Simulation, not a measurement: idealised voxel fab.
process module | voxel double patterning
cross-section cut | 175 nm wide | cells 5 nm
A cross-section is a grid of square cells, given in bands from the top down. A band is one or more rows of cells.
Each band's line starts with the height of the band's top and of its bottom, in nm. Then come its materials from left to right, each with its width in nm. One material with "throughout" fills the band from edge to edge. "air" is empty space.
Height 0 is the level under which the wafer as received is all one material. The lowest band goes on downwards, as in "0 down".
A width such as "30 to 40" changes by the same amount from each row of cells to the next, from the band's top row to its bottom row.
"no change" after a step means that no cell of the cross-section changed.
closed voids: empty space of 8 cells or more with no open way to the top, each as width x height at its distance from the left edge, in nm
after a step's settings: what the simulator itself notes on the step
overlay nm, on a step with a mask: how far to the right of its planned place the mask lay; to the left if negative
plan
1 op RECEIVE | material Si
2 op CONFORMAL_DEP | material SiO2 | thk nm 10
3 op DIRECTIONAL_DEP | material W | thk nm 10
4 op DIRECTIONAL_DEP | material SiCN | thk nm 5
5 op DIRECTIONAL_DEP | material aC | thk nm 10
6 op PATTERN | tone open | mask id FIRST | material resist | width nm 15 | pitch nm 50 | thk nm 25 | overlay nm 0
7 op DIRECTIONAL_ETCH | etch materials aC | depth nm 10
8 op STRIP | etch materials resist
9 op DIRECTIONAL_ETCH | etch materials SiCN | depth nm 5
10 op STRIP | etch materials aC
11 op PATTERN | tone open | mask id SECOND | material resist | width nm 15 | pitch nm 50 | thk nm 15 | overlay nm 0
12 op DIRECTIONAL_ETCH | etch materials SiCN | depth nm 5
13 op STRIP | etch materials resist
14 op DIRECTIONAL_ETCH | etch materials W | depth nm 10
15 op STRIP | etch materials SiCN
varied across the wafers: width nm of step 11. The plan shows the first wafer's value. All wafers start alike
first wafer as received, after step 1
  0 down: Si throughout
  closed voids: none
first wafer at the end, after step 15
  20 to 10: W 30 | air 15 | W 10 | air 15 | W 10 | air 15 | W 10 | air 15 | W 10 | air 15 | W 30
  10 to 0: SiO2 throughout
  0 down: Si throughout
  closed voids: none
last wafer at the end
  20 to 10: W 30 | air 15 | W 5 | air 45 | W 5 | air 45 | W 30
  10 to 0: SiO2 throughout
  0 down: Si throughout
  closed voids: none
each wafer at the end: cells of each material gained (+) or lost (-) since it was received, then its closed voids
width nm 15 | +70 SiO2 | +40 W | closed voids: none
width nm 20 | +70 SiO2 | +36 W | closed voids: none
width nm 25 | +70 SiO2 | +32 W | closed voids: none
width nm 30 | +70 SiO2 | +28 W | closed voids: none
